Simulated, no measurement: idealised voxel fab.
A process module follows: voxel wiring stack.
Displayed cross-section: cut, width of 240 nm, square cells sized 5 nm.
For the purposes of this document, a cross-section shall be understood as a grid of square cells, specified as bands listed in top-to-bottom order, each band consisting of one or more rows of cells.
Look at the band entry: it leads with the top's height and the bottom's height in nm. Then it lists the materials left to right, with a width in nm for each. The word "all across" on a single material says that material fills the band edge to edge. The word "empty" is empty space.
Ref level 0: as-received wafer is one material below here. Bottom band extends down with no lower bound ("0 down").
Width "30 to 40": first value at the band's top row of cells, second value at its bottom row, equal change from row to row.
No cell of the cross-section changed in a step that is given as "nothing was modified".
You'll see "Sealed void list" listing empty spaces that have no way open to the top, as long as they're 8 cells or more; the notation is width x height at distance, where the distance is from the left edge, and all of it is in nm.
Heads up: the bit after the settings on a step's line is the simulator's remark on that step.
"overlay nm" denotes, for a step that has a mask, the displacement of the mask to the right of its planned place, with negative values corresponding to the left.
Heads up before you read on: it's before/after pairs around one process step each, after side only down to the lowest band that changed, step plus settings under the pair. Pairs can be from different runs of this module, same starting wafer, so only chain a pair onto the one above if its "Ex-ante state" entry says so.
### Ex-ante state
0 down = Si all across
Sealed void list: none
### Resulting Structure
15 to 0 = SiO2 all across
Lower than 0, everything is as it was.
Sealed void list: none
Between before and after above, the operation and settings are CONFORMAL_DEP [material SiO2] [thk nm 15]
Ex-ante state: no separate figure, the pair right above already shows it after its step.
### Resulting Structure
20 to 15 = TiN all across
Lower than 15, everything is as it was.
Sealed void list: none
Between before and after above, the operation and settings are DIRECTIONAL_DEP [material TiN] [thk nm 5]
Ex-ante state: no separate figure, the pair right above already shows it after its step.
### Resulting Structure
35 to 20 = Ru all across
Lower than 20, everything is as it was.
Sealed void list: none
Between before and after above, the operation and settings are DIRECTIONAL_DEP [material Ru] [thk nm 15]
Ex-ante state: no separate figure, the pair right above already shows it after its step.
### Resulting Structure
50 to 35 = 50 nm empty | 25 nm resist | 30 nm empty | 25 nm resist | 30 nm empty | 25 nm resist | 55 nm empty
Lower than 35, everything is as it was.
Sealed void list: none
Between before and after above, the operation and settings are PATTERN [tone cover] [mask id METAL_1] [material resist] [width nm 25] [pitch nm 55] [thk nm 15] [overlay nm 0]
Ex-ante state: no separate figure, the pair right above already shows it after its step.
### Resulting Structure
50 to 35 = 50 nm empty | 25 nm resist | 30 nm empty | 25 nm resist | 30 nm empty | 25 nm resist | 55 nm empty
35 to 20 = 50 nm empty | 25 nm Ru | 30 nm empty | 25 nm Ru | 30 nm empty | 25 nm Ru | 55 nm empty
Lower than 20, everything is as it was.
Sealed void list: none
Between before and after above, the operation and settings are DIRECTIONAL_ETCH [etch materials Ru] [depth nm 15]
Ex-ante state: no separate figure, the pair right above already shows it after its step.
### Resulting Structure
50 to 35 = 50 nm empty | 25 nm resist | 30 nm empty | 25 nm resist | 30 nm empty | 25 nm resist | 55 nm empty
35 to 20 = 50 nm empty | 25 nm Ru | 30 nm empty | 25 nm Ru | 30 nm empty | 25 nm Ru | 55 nm empty
20 to 15 = 50 nm empty | 25 nm TiN | 30 nm empty | 25 nm TiN | 30 nm empty | 25 nm TiN | 55 nm empty
Lower than 15, everything is as it was.
Sealed void list: none
Between before and after above, the operation and settings are DIRECTIONAL_ETCH [etch materials TiN] [depth nm 5]
Ex-ante state: no separate figure, the pair right above already shows it after its step.
### Resulting Structure
35 to 20 = 50 nm empty | 25 nm Ru | 30 nm empty | 25 nm Ru | 30 nm empty | 25 nm Ru | 55 nm empty
Lower than 20, everything is as it was.
Sealed void list: none
Between before and after above, the operation and settings are STRIP [etch materials resist]
Ex-ante state: no separate figure, the pair right above already shows it after its step.
### Resulting Structure
40 to 35 = 45 nm empty | 35 nm SiCN | 20 nm empty | 35 nm SiCN | 20 nm empty | 35 nm SiCN | 50 nm empty
35 to 20 = 45 nm empty | 5 nm SiCN | 25 nm Ru | 5 nm SiCN | 20 nm empty | 5 nm SiCN | 25 nm Ru | 5 nm SiCN | 20 nm empty | 5 nm SiCN | 25 nm Ru | 5 nm SiCN | 50 nm empty
20 to 15 = 50 nm SiCN | 25 nm TiN | 30 nm SiCN | 25 nm TiN | 30 nm SiCN | 25 nm TiN | 55 nm SiCN
Lower than 15, everything is as it was.
Sealed void list: none
Between before and after above, the operation and settings are CONFORMAL_DEP [material SiCN] [thk nm 5]
Ex-ante state: no separate figure, the pair right above already shows it after its step.
### Resulting Structure
45 to 40 = lowk all across
40 to 35 = 45 nm lowk | 35 nm SiCN | 20 nm lowk | 35 nm SiCN | 20 nm lowk | 35 nm SiCN | 50 nm lowk
35 to 20 = 45 nm lowk | 5 nm SiCN | 25 nm Ru | 5 nm SiCN | 20 nm lowk | 5 nm SiCN | 25 nm Ru | 5 nm SiCN | 20 nm lowk | 5 nm SiCN | 25 nm Ru | 5 nm SiCN | 50 nm lowk
Lower than 20, everything is as it was.
Sealed void list: none
Between before and after above, the operation and settings are FILL_DEP [material lowk] [thk nm 5]
Ex-ante state: no separate figure, the pair right above already shows it after its step.
### Resulting Structure
35 to 20 = 45 nm lowk | 5 nm SiCN | 25 nm Ru | 5 nm SiCN | 20 nm lowk | 5 nm SiCN | 25 nm Ru | 5 nm SiCN | 20 nm lowk | 5 nm SiCN | 25 nm Ru | 5 nm SiCN | 50 nm lowk
Lower than 20, everything is as it was.
Sealed void list: none
Between before and after above, the operation and settings are CMP [height nm 35]
Ex-ante state: no separate figure, the pair right above already shows it after its step.
### Resulting Structure
40 to 35 = SiCN all across
Lower than 35, everything is as it was.
Sealed void list: none
Between before and after above, the operation and settings are CONFORMAL_DEP [material SiCN] [thk nm 5]
Ex-ante state: no separate figure, the pair right above already shows it after its step.
### Resulting Structure
70 to 40 = SiO2 all across
Lower than 40, everything is as it was.
Sealed void list: none
Between before and after above, the operation and settings are DIRECTIONAL_DEP [material SiO2] [thk nm 30]
Ex-ante state: no separate figure, the pair right above already shows it after its step.
### Resulting Structure
80 to 70 = aC all across
Lower than 70, everything is as it was.
Sealed void list: none
Between before and after above, the operation and settings are DIRECTIONAL_DEP [material aC] [thk nm 10]
Ex-ante state: no separate figure, the pair right above already shows it after its step.
### Resulting Structure
105 to 80 = 50 nm resist | 15 nm empty | 40 nm resist | 15 nm empty | 40 nm resist | 15 nm empty | 65 nm resist
Lower than 80, everything is as it was.
Sealed void list: none
Between before and after above, the operation and settings are PATTERN [tone open] [mask id METAL_2_HOLES] [material resist] [width nm 15] [pitch nm 55] [thk nm 25] [overlay nm 0]
Ex-ante state: no separate figure, the pair right above already shows it after its step.
### Resulting Structure
95 to 80 = 50 nm resist | 15 nm empty | 40 nm resist | 15 nm empty | 40 nm resist | 15 nm empty | 65 nm resist
80 to 70 = 50 nm aC | 15 nm empty | 40 nm aC | 15 nm empty | 40 nm aC | 15 nm empty | 65 nm aC
Lower than 70, everything is as it was.
Sealed void list: none
Between before and after above, the operation and settings are DIRECTIONAL_ETCH [etch materials aC] [depth nm 10]
Ex-ante state: no separate figure, the pair right above already shows it after its step.
### Resulting Structure
80 to 70 = 50 nm aC | 15 nm empty | 40 nm aC | 15 nm empty | 40 nm aC | 15 nm empty | 65 nm aC
Lower than 70, everything is as it was.
Sealed void list: none
Between before and after above, the operation and settings are STRIP [etch materials resist]
Ex-ante state: no separate figure, the pair right above already shows it after its step.
### Resulting Structure
80 to 70 = 50 nm aC | 15 nm empty | 40 nm aC | 15 nm empty | 40 nm aC | 15 nm empty | 65 nm aC
70 to 40 = 50 nm SiO2 | 15 nm empty | 40 nm SiO2 | 15 nm empty | 40 nm SiO2 | 15 nm empty | 65 nm SiO2
Lower than 40, everything is as it was.
Sealed void list: none
Between before and after above, the operation and settings are DIRECTIONAL_ETCH [etch materials SiO2] [depth nm 30]
Ex-ante state: no separate figure, the pair right above already shows it after its step.
### Resulting Structure
70 to 40 = 50 nm SiO2 | 15 nm empty | 40 nm SiO2 | 15 nm empty | 40 nm SiO2 | 15 nm empty | 65 nm SiO2
Lower than 40, everything is as it was.
Sealed void list: none
Between before and after above, the operation and settings are STRIP [etch materials aC]
Ex-ante state: no separate figure, the pair right above already shows it after its step.
### Resulting Structure
85 to 70 = 50 nm aC | 15 nm empty | 40 nm aC | 15 nm empty | 40 nm aC | 15 nm empty | 65 nm aC
70 to 55 = 50 nm SiO2 | 15 nm empty | 40 nm SiO2 | 15 nm empty | 40 nm SiO2 | 15 nm empty | 65 nm SiO2
55 to 40 = 50 nm SiO2 | 15 nm aC | 40 nm SiO2 | 15 nm aC | 40 nm SiO2 | 15 nm aC | 65 nm SiO2
Lower than 40, everything is as it was.
Sealed void list: none
Between before and after above, the operation and settings are DIRECTIONAL_DEP [material aC] [thk nm 15]
Ex-ante state: no separate figure, the pair right above already shows it after its step.
### Resulting Structure
120 to 85 = 50 nm resist | 25 nm empty | 30 nm resist | 25 nm empty | 30 nm resist | 25 nm empty | 55 nm resist
Lower than 85, everything is as it was.
Sealed void list: none
Between before and after above, the operation and settings are PATTERN [tone open] [mask id METAL_2] [material resist] [width nm 25] [pitch nm 55] [thk nm 35] [overlay nm 0]
Ex-ante state: no separate figure, the pair right above already shows it after its step.
### Resulting Structure
105 to 85 = 50 nm resist | 25 nm empty | 30 nm resist | 25 nm empty | 30 nm resist | 25 nm empty | 55 nm resist
85 to 70 = 50 nm aC | 25 nm empty | 30 nm aC | 25 nm empty | 30 nm aC | 25 nm empty | 55 nm aC
70 to 40 = 50 nm SiO2 | 15 nm empty | 40 nm SiO2 | 15 nm empty | 40 nm SiO2 | 15 nm empty | 65 nm SiO2
Lower than 40, everything is as it was.
Sealed void list: none
Between before and after above, the operation and settings are DIRECTIONAL_ETCH [etch materials aC] [depth nm 15]
Ex-ante state: no separate figure, the pair right above already shows it after its step.
### Resulting Structure
85 to 70 = 50 nm aC | 25 nm empty | 30 nm aC | 25 nm empty | 30 nm aC | 25 nm empty | 55 nm aC
Lower than 70, everything is as it was.
Sealed void list: none
Between before and after above, the operation and settings are STRIP [etch materials resist]
Ex-ante state: no separate figure, the pair right above already shows it after its step.
### Resulting Structure
85 to 70 = 50 nm aC | 25 nm empty | 30 nm aC | 25 nm empty | 30 nm aC | 25 nm empty | 55 nm aC
70 to 55 = 50 nm SiO2 | 25 nm empty | 30 nm SiO2 | 25 nm empty | 30 nm SiO2 | 25 nm empty | 55 nm SiO2
Lower than 55, everything is as it was.
Sealed void list: none
Between before and after above, the operation and settings are DIRECTIONAL_ETCH [etch materials SiO2] [depth nm 15]
Ex-ante state: no separate figure, the pair right above already shows it after its step.
### Resulting Structure
85 to 70 = 50 nm aC | 25 nm empty | 30 nm aC | 25 nm empty | 30 nm aC | 25 nm empty | 55 nm aC
70 to 55 = 50 nm SiO2 | 25 nm empty | 30 nm SiO2 | 25 nm empty | 30 nm SiO2 | 25 nm empty | 55 nm SiO2
55 to 40 = 50 nm SiO2 | 15 nm empty | 40 nm SiO2 | 15 nm empty | 40 nm SiO2 | 15 nm empty | 65 nm SiO2
40 to 35 = 50 nm SiCN | 15 nm empty | 40 nm SiCN | 15 nm empty | 40 nm SiCN | 15 nm empty | 65 nm SiCN
Lower than 35, everything is as it was.
Sealed void list: none
Between before and after above, the operation and settings are DIRECTIONAL_ETCH [etch materials SiCN] [depth nm 5]
Ex-ante state: no separate figure, the pair right above already shows it after its step.
### Resulting Structure
70 to 55 = 50 nm SiO2 | 25 nm empty | 30 nm SiO2 | 25 nm empty | 30 nm SiO2 | 25 nm empty | 55 nm SiO2
Lower than 55, everything is as it was.
Sealed void list: none
Between before and after above, the operation and settings are STRIP [etch materials aC]
Ex-ante state: no separate figure, the pair right above already shows it after its step.
### Resulting Structure
75 to 70 = 55 nm TiN | 15 nm empty | 40 nm TiN | 15 nm empty | 40 nm TiN | 15 nm empty | 60 nm TiN
70 to 60 = 50 nm SiO2 | 5 nm TiN | 15 nm empty | 5 nm TiN | 30 nm SiO2 | 5 nm TiN | 15 nm empty | 5 nm TiN | 30 nm SiO2 | 5 nm TiN | 15 nm empty | 5 nm TiN | 55 nm SiO2
60 to 55 = 50 nm SiO2 | 5 nm TiN | 5 nm empty | 15 nm TiN | 30 nm SiO2 | 5 nm TiN | 5 nm empty | 15 nm TiN | 30 nm SiO2 | 5 nm TiN | 5 nm empty | 15 nm TiN | 55 nm SiO2
55 to 40 = 50 nm SiO2 | 5 nm TiN | 5 nm empty | 5 nm TiN | 40 nm SiO2 | 5 nm TiN | 5 nm empty | 5 nm TiN | 40 nm SiO2 | 5 nm TiN | 5 nm empty | 5 nm TiN | 65 nm SiO2
40 to 35 = 50 nm SiCN | 15 nm TiN | 40 nm SiCN | 15 nm TiN | 40 nm SiCN | 15 nm TiN | 65 nm SiCN
Lower than 35, everything is as it was.
Sealed void list: none
Between before and after above, the operation and settings are CONFORMAL_DEP [material TiN] [thk nm 5]
Ex-ante state: no separate figure, the pair right above already shows it after its step.
### Resulting Structure
80 to 75 = Ru all across
75 to 70 = 55 nm TiN | 15 nm Ru | 40 nm TiN | 15 nm Ru | 40 nm TiN | 15 nm Ru | 60 nm TiN
70 to 60 = 50 nm SiO2 | 5 nm TiN | 15 nm Ru | 5 nm TiN | 30 nm SiO2 | 5 nm TiN | 15 nm Ru | 5 nm TiN | 30 nm SiO2 | 5 nm TiN | 15 nm Ru | 5 nm TiN | 55 nm SiO2
60 to 55 = 50 nm SiO2 | 5 nm TiN | 5 nm Ru | 15 nm TiN | 30 nm SiO2 | 5 nm TiN | 5 nm Ru | 15 nm TiN | 30 nm SiO2 | 5 nm TiN | 5 nm Ru | 15 nm TiN | 55 nm SiO2
55 to 40 = 50 nm SiO2 | 5 nm TiN | 5 nm Ru | 5 nm TiN | 40 nm SiO2 | 5 nm TiN | 5 nm Ru | 5 nm TiN | 40 nm SiO2 | 5 nm TiN | 5 nm Ru | 5 nm TiN | 65 nm SiO2
Lower than 40, everything is as it was.
Sealed void list: none
Between before and after above, the operation and settings are FILL_DEP [material Ru] [thk nm 5]
Ex-ante state: no separate figure, the pair right above already shows it after its step.
### Resulting Structure
70 to 60 = 50 nm SiO2 | 5 nm TiN | 15 nm Ru | 5 nm TiN | 30 nm SiO2 | 5 nm TiN | 15 nm Ru | 5 nm TiN | 30 nm SiO2 | 5 nm TiN | 15 nm Ru | 5 nm TiN | 55 nm SiO2
Lower than 60, everything is as it was.
Sealed void list: none
Between before and after above, the operation and settings are CMP [height nm 70]
Ex-ante state: no separate figure, the pair right above already shows it after its step.
### Resulting Structure
75 to 70 = SiCN all across
Lower than 70, everything is as it was.
Sealed void list: none
Between before and after above, the operation and settings are CONFORMAL_DEP [material SiCN] [thk nm 5]
### Ex-ante state
15 to 0 = SiO2 all across
0 down = Si all across
Sealed void list: none
### Resulting Structure
30 to 15 = Ru all across
Lower than 15, everything is as it was.
Sealed void list: none
Between before and after above, the operation and settings are DIRECTIONAL_DEP [material Ru] [thk nm 15]
Ex-ante state: no separate figure, the pair right above already shows it after its step.
### Resulting Structure
45 to 30 = 50 nm empty | 25 nm resist | 30 nm empty | 25 nm resist | 30 nm empty | 25 nm resist | 55 nm empty
Lower than 30, everything is as it was.
Sealed void list: none
Between before and after above, the operation and settings are PATTERN [tone cover] [mask id METAL_1] [material resist] [width nm 25] [pitch nm 55] [thk nm 15] [overlay nm 0]
Ex-ante state: no separate figure, the pair right above already shows it after its step.
### Resulting Structure
45 to 30 = 50 nm empty | 25 nm resist | 30 nm empty | 25 nm resist | 30 nm empty | 25 nm resist | 55 nm empty
30 to 15 = 50 nm empty | 25 nm Ru | 30 nm empty | 25 nm Ru | 30 nm empty | 25 nm Ru | 55 nm empty
Lower than 15, everything is as it was.
Sealed void list: none
Between before and after above, the operation and settings are DIRECTIONAL_ETCH [etch materials Ru] [depth nm 15]
Ex-ante state: no separate figure, the pair right above already shows it after its step.
### Resulting Structure
30 to 15 = 50 nm empty | 25 nm Ru | 30 nm empty | 25 nm Ru | 30 nm empty | 25 nm Ru | 55 nm empty
Lower than 15, everything is as it was.
Sealed void list: none
Between before and after above, the operation and settings are STRIP [etch materials resist]
Ex-ante state: no separate figure, the pair right above already shows it after its step.
### Resulting Structure
35 to 30 = 45 nm empty | 35 nm SiCN | 20 nm empty | 35 nm SiCN | 20 nm empty | 35 nm SiCN | 50 nm empty
30 to 20 = 45 nm empty | 5 nm SiCN | 25 nm Ru | 5 nm SiCN | 20 nm empty | 5 nm SiCN | 25 nm Ru | 5 nm SiCN | 20 nm empty | 5 nm SiCN | 25 nm Ru | 5 nm SiCN | 50 nm empty
20 to 15 = 50 nm SiCN | 25 nm Ru | 30 nm SiCN | 25 nm Ru | 30 nm SiCN | 25 nm Ru | 55 nm SiCN
Lower than 15, everything is as it was.
Sealed void list: none
Between before and after above, the operation and settings are CONFORMAL_DEP [material SiCN] [thk nm 5]
Ex-ante state: no separate figure, the pair right above already shows it after its step.
### Resulting Structure
40 to 35 = lowk all across
35 to 30 = 45 nm lowk | 35 nm SiCN | 20 nm lowk | 35 nm SiCN | 20 nm lowk | 35 nm SiCN | 50 nm lowk
30 to 20 = 45 nm lowk | 5 nm SiCN | 25 nm Ru | 5 nm SiCN | 20 nm lowk | 5 nm SiCN | 25 nm Ru | 5 nm SiCN | 20 nm lowk | 5 nm SiCN | 25 nm Ru | 5 nm SiCN | 50 nm lowk
Lower than 20, everything is as it was.
Sealed void list: none
Between before and after above, the operation and settings are FILL_DEP [material lowk] [thk nm 5]
Ex-ante state: no separate figure, the pair right above already shows it after its step.
### Resulting Structure
35 to 30 = 45 nm lowk | 35 nm SiCN | 20 nm lowk | 35 nm SiCN | 20 nm lowk | 35 nm SiCN | 50 nm lowk
Lower than 30, everything is as it was.
Sealed void list: none
Between before and after above, the operation and settings are CMP [height nm 35]
Ex-ante state: no separate figure, the pair right above already shows it after its step.
### Resulting Structure
40 to 35 = SiCN all across
Lower than 35, everything is as it was.
Sealed void list: none
Between before and after above, the operation and settings are CONFORMAL_DEP [material SiCN] [thk nm 5]
Ex-ante state: no separate figure, the pair right above already shows it after its step.
### Resulting Structure
70 to 40 = SiO2 all across
Lower than 40, everything is as it was.
Sealed void list: none
Between before and after above, the operation and settings are DIRECTIONAL_DEP [material SiO2] [thk nm 30]
Ex-ante state: no separate figure, the pair right above already shows it after its step.
### Resulting Structure
80 to 70 = aC all across
Lower than 70, everything is as it was.
Sealed void list: none
Between before and after above, the operation and settings are DIRECTIONAL_DEP [material aC] [thk nm 10]
Ex-ante state: no separate figure, the pair right above already shows it after its step.
### Resulting Structure
105 to 80 = 50 nm resist | 15 nm empty | 40 nm resist | 15 nm empty | 40 nm resist | 15 nm empty | 65 nm resist
Lower than 80, everything is as it was.
Sealed void list: none
Between before and after above, the operation and settings are PATTERN [tone open] [mask id METAL_2_HOLES] [material resist] [width nm 15] [pitch nm 55] [thk nm 25] [overlay nm 0]
Ex-ante state: no separate figure, the pair right above already shows it after its step.
### Resulting Structure
95 to 80 = 50 nm resist | 15 nm empty | 40 nm resist | 15 nm empty | 40 nm resist | 15 nm empty | 65 nm resist
80 to 70 = 50 nm aC | 15 nm empty | 40 nm aC | 15 nm empty | 40 nm aC | 15 nm empty | 65 nm aC
Lower than 70, everything is as it was.
Sealed void list: none
Between before and after above, the operation and settings are DIRECTIONAL_ETCH [etch materials aC] [depth nm 10]
Ex-ante state: no separate figure, the pair right above already shows it after its step.
### Resulting Structure
80 to 70 = 50 nm aC | 15 nm empty | 40 nm aC | 15 nm empty | 40 nm aC | 15 nm empty | 65 nm aC
Lower than 70, everything is as it was.
Sealed void list: none
Between before and after above, the operation and settings are STRIP [etch materials resist]
Ex-ante state: no separate figure, the pair right above already shows it after its step.
### Resulting Structure
80 to 70 = 50 nm aC | 15 nm empty | 40 nm aC | 15 nm empty | 40 nm aC | 15 nm empty | 65 nm aC
70 to 40 = 50 nm SiO2 | 15 nm empty | 40 nm SiO2 | 15 nm empty | 40 nm SiO2 | 15 nm empty | 65 nm SiO2
Lower than 40, everything is as it was.
Sealed void list: none
Between before and after above, the operation and settings are DIRECTIONAL_ETCH [etch materials SiO2] [depth nm 30]
Ex-ante state: no separate figure, the pair right above already shows it after its step.
### Resulting Structure
70 to 40 = 50 nm SiO2 | 15 nm empty | 40 nm SiO2 | 15 nm empty | 40 nm SiO2 | 15 nm empty | 65 nm SiO2
Lower than 40, everything is as it was.
Sealed void list: none
Between before and after above, the operation and settings are STRIP [etch materials aC]
Ex-ante state: no separate figure, the pair right above already shows it after its step.
### Resulting Structure
85 to 70 = 50 nm aC | 15 nm empty | 40 nm aC | 15 nm empty | 40 nm aC | 15 nm empty | 65 nm aC
70 to 55 = 50 nm SiO2 | 15 nm empty | 40 nm SiO2 | 15 nm empty | 40 nm SiO2 | 15 nm empty | 65 nm SiO2
55 to 40 = 50 nm SiO2 | 15 nm aC | 40 nm SiO2 | 15 nm aC | 40 nm SiO2 | 15 nm aC | 65 nm SiO2
Lower than 40, everything is as it was.
Sealed void list: none
Between before and after above, the operation and settings are DIRECTIONAL_DEP [material aC] [thk nm 15]
Ex-ante state: no separate figure, the pair right above already shows it after its step.
### Resulting Structure
120 to 85 = 50 nm resist | 25 nm empty | 30 nm resist | 25 nm empty | 30 nm resist | 25 nm empty | 55 nm resist
Lower than 85, everything is as it was.
Sealed void list: none
Between before and after above, the operation and settings are PATTERN [tone open] [mask id METAL_2] [material resist] [width nm 25] [pitch nm 55] [thk nm 35] [overlay nm 0]
Ex-ante state: no separate figure, the pair right above already shows it after its step.
### Resulting Structure
105 to 85 = 50 nm resist | 25 nm empty | 30 nm resist | 25 nm empty | 30 nm resist | 25 nm empty | 55 nm resist
85 to 70 = 50 nm aC | 25 nm empty | 30 nm aC | 25 nm empty | 30 nm aC | 25 nm empty | 55 nm aC
70 to 40 = 50 nm SiO2 | 15 nm empty | 40 nm SiO2 | 15 nm empty | 40 nm SiO2 | 15 nm empty | 65 nm SiO2
Lower than 40, everything is as it was.
Sealed void list: none
Between before and after above, the operation and settings are DIRECTIONAL_ETCH [etch materials aC] [depth nm 15]
Ex-ante state: no separate figure, the pair right above already shows it after its step.
### Resulting Structure
85 to 70 = 50 nm aC | 25 nm empty | 30 nm aC | 25 nm empty | 30 nm aC | 25 nm empty | 55 nm aC
Lower than 70, everything is as it was.
Sealed void list: none
Between before and after above, the operation and settings are STRIP [etch materials resist]
Ex-ante state: no separate figure, the pair right above already shows it after its step.
### Resulting Structure
85 to 70 = 50 nm aC | 25 nm empty | 30 nm aC | 25 nm empty | 30 nm aC | 25 nm empty | 55 nm aC
70 to 55 = 50 nm SiO2 | 25 nm empty | 30 nm SiO2 | 25 nm empty | 30 nm SiO2 | 25 nm empty | 55 nm SiO2
Lower than 55, everything is as it was.
Sealed void list: none
Between before and after above, the operation and settings are DIRECTIONAL_ETCH [etch materials SiO2] [depth nm 15]
Ex-ante state: no separate figure, the pair right above already shows it after its step.
### Resulting Structure
85 to 70 = 50 nm aC | 25 nm empty | 30 nm aC | 25 nm empty | 30 nm aC | 25 nm empty | 55 nm aC
70 to 55 = 50 nm SiO2 | 25 nm empty | 30 nm SiO2 | 25 nm empty | 30 nm SiO2 | 25 nm empty | 55 nm SiO2
55 to 40 = 50 nm SiO2 | 15 nm empty | 40 nm SiO2 | 15 nm empty | 40 nm SiO2 | 15 nm empty | 65 nm SiO2
40 to 35 = 50 nm SiCN | 15 nm empty | 40 nm SiCN | 15 nm empty | 40 nm SiCN | 15 nm empty | 65 nm SiCN
Lower than 35, everything is as it was.
Sealed void list: none
Between before and after above, the operation and settings are DIRECTIONAL_ETCH [etch materials SiCN] [depth nm 5]
Ex-ante state: no separate figure, the pair right above already shows it after its step.
### Resulting Structure
70 to 55 = 50 nm SiO2 | 25 nm empty | 30 nm SiO2 | 25 nm empty | 30 nm SiO2 | 25 nm empty | 55 nm SiO2
Lower than 55, everything is as it was.
Sealed void list: none
Between before and after above, the operation and settings are STRIP [etch materials aC]
Ex-ante state: no separate figure, the pair right above already shows it after its step.
### Resulting Structure
75 to 70 = 55 nm TiN | 15 nm empty | 40 nm TiN | 15 nm empty | 40 nm TiN | 15 nm empty | 60 nm TiN
70 to 60 = 50 nm SiO2 | 5 nm TiN | 15 nm empty | 5 nm TiN | 30 nm SiO2 | 5 nm TiN | 15 nm empty | 5 nm TiN | 30 nm SiO2 | 5 nm TiN | 15 nm empty | 5 nm TiN | 55 nm SiO2
60 to 55 = 50 nm SiO2 | 5 nm TiN | 5 nm empty | 15 nm TiN | 30 nm SiO2 | 5 nm TiN | 5 nm empty | 15 nm TiN | 30 nm SiO2 | 5 nm TiN | 5 nm empty | 15 nm TiN | 55 nm SiO2
55 to 40 = 50 nm SiO2 | 5 nm TiN | 5 nm empty | 5 nm TiN | 40 nm SiO2 | 5 nm TiN | 5 nm empty | 5 nm TiN | 40 nm SiO2 | 5 nm TiN | 5 nm empty | 5 nm TiN | 65 nm SiO2
40 to 35 = 50 nm SiCN | 15 nm TiN | 40 nm SiCN | 15 nm TiN | 40 nm SiCN | 15 nm TiN | 65 nm SiCN
Lower than 35, everything is as it was.
Sealed void list: none
Between before and after above, the operation and settings are CONFORMAL_DEP [material TiN] [thk nm 5]
Ex-ante state: no separate figure, the pair right above already shows it after its step.
### Resulting Structure
80 to 75 = Ru all across
75 to 70 = 55 nm TiN | 15 nm Ru | 40 nm TiN | 15 nm Ru | 40 nm TiN | 15 nm Ru | 60 nm TiN
70 to 60 = 50 nm SiO2 | 5 nm TiN | 15 nm Ru | 5 nm TiN | 30 nm SiO2 | 5 nm TiN | 15 nm Ru | 5 nm TiN | 30 nm SiO2 | 5 nm TiN | 15 nm Ru | 5 nm TiN | 55 nm SiO2
60 to 55 = 50 nm SiO2 | 5 nm TiN | 5 nm Ru | 15 nm TiN | 30 nm SiO2 | 5 nm TiN | 5 nm Ru | 15 nm TiN | 30 nm SiO2 | 5 nm TiN | 5 nm Ru | 15 nm TiN | 55 nm SiO2
55 to 40 = 50 nm SiO2 | 5 nm TiN | 5 nm Ru | 5 nm TiN | 40 nm SiO2 | 5 nm TiN | 5 nm Ru | 5 nm TiN | 40 nm SiO2 | 5 nm TiN | 5 nm Ru | 5 nm TiN | 65 nm SiO2
Lower than 40, everything is as it was.
Sealed void list: none
Between before and after above, the operation and settings are FILL_DEP [material Ru] [thk nm 5]
Ex-ante state: no separate figure, the pair right above already shows it after its step.
### Resulting Structure
70 to 60 = 50 nm SiO2 | 5 nm TiN | 15 nm Ru | 5 nm TiN | 30 nm SiO2 | 5 nm TiN | 15 nm Ru | 5 nm TiN | 30 nm SiO2 | 5 nm TiN | 15 nm Ru | 5 nm TiN | 55 nm SiO2
Lower than 60, everything is as it was.
Sealed void list: none
Between before and after above, the operation and settings are CMP [height nm 70]
Ex-ante state: no separate figure, the pair right above already shows it after its step.
### Resulting Structure
75 to 70 = SiCN all across
Lower than 70, everything is as it was.
Sealed void list: none
Between before and after above, the operation and settings are CONFORMAL_DEP [material SiCN] [thk nm 5]
### Ex-ante state
85 to 70 = 50 nm aC | 25 nm empty | 30 nm aC | 25 nm empty | 30 nm aC | 25 nm empty | 55 nm aC
70 to 55 = 50 nm SiO2 | 25 nm empty | 30 nm SiO2 | 25 nm empty | 30 nm SiO2 | 25 nm empty | 55 nm SiO2
55 to 40 = 50 nm SiO2 | 15 nm empty | 40 nm SiO2 | 15 nm empty | 40 nm SiO2 | 15 nm empty | 65 nm SiO2
40 to 35 = SiCN all across
35 to 20 = 45 nm lowk | 5 nm SiCN | 25 nm Ru | 5 nm SiCN | 20 nm lowk | 5 nm SiCN | 25 nm Ru | 5 nm SiCN | 20 nm lowk | 5 nm SiCN | 25 nm Ru | 5 nm SiCN | 50 nm lowk
20 to 15 = 50 nm SiCN | 25 nm TiN | 30 nm SiCN | 25 nm TiN | 30 nm SiCN | 25 nm TiN | 55 nm SiCN
15 to 0 = SiO2 all across
0 down = Si all across
Sealed void list: none
### Resulting Structure
85 to 70 = 50 nm aC | 25 nm empty | 30 nm aC | 25 nm empty | 30 nm aC | 25 nm empty | 55 nm aC
70 to 40 = 50 nm SiO2 | 25 nm empty | 30 nm SiO2 | 25 nm empty | 30 nm SiO2 | 25 nm empty | 55 nm SiO2
Lower than 40, everything is as it was.
Sealed void list: none
Between before and after above, the operation and settings are DIRECTIONAL_ETCH [etch materials SiO2] [depth nm 15]
Ex-ante state: no separate figure, the pair right above already shows it after its step.
### Resulting Structure
85 to 70 = 50 nm aC | 25 nm empty | 30 nm aC | 25 nm empty | 30 nm aC | 25 nm empty | 55 nm aC
70 to 40 = 50 nm SiO2 | 25 nm empty | 30 nm SiO2 | 25 nm empty | 30 nm SiO2 | 25 nm empty | 55 nm SiO2
40 to 35 = 50 nm SiCN | 25 nm empty | 30 nm SiCN | 25 nm empty | 30 nm SiCN | 25 nm empty | 55 nm SiCN
Lower than 35, everything is as it was.
Sealed void list: none
Between before and after above, the operation and settings are DIRECTIONAL_ETCH [etch materials SiCN] [depth nm 5]
Ex-ante state: no separate figure, the pair right above already shows it after its step.
### Resulting Structure
70 to 40 = 50 nm SiO2 | 25 nm empty | 30 nm SiO2 | 25 nm empty | 30 nm SiO2 | 25 nm empty | 55 nm SiO2
Lower than 40, everything is as it was.
Sealed void list: none
Between before and after above, the operation and settings are STRIP [etch materials aC]
Ex-ante state: no separate figure, the pair right above already shows it after its step.
### Resulting Structure
75 to 70 = 55 nm TiN | 15 nm empty | 40 nm TiN | 15 nm empty | 40 nm TiN | 15 nm empty | 60 nm TiN
70 to 40 = 50 nm SiO2 | 5 nm TiN | 15 nm empty | 5 nm TiN | 30 nm SiO2 | 5 nm TiN | 15 nm empty | 5 nm TiN | 30 nm SiO2 | 5 nm TiN | 15 nm empty | 5 nm TiN | 55 nm SiO2
40 to 35 = 50 nm SiCN | 25 nm TiN | 30 nm SiCN | 25 nm TiN | 30 nm SiCN | 25 nm TiN | 55 nm SiCN
Lower than 35, everything is as it was.
Sealed void list: none
Between before and after above, the operation and settings are CONFORMAL_DEP [material TiN] [thk nm 5]
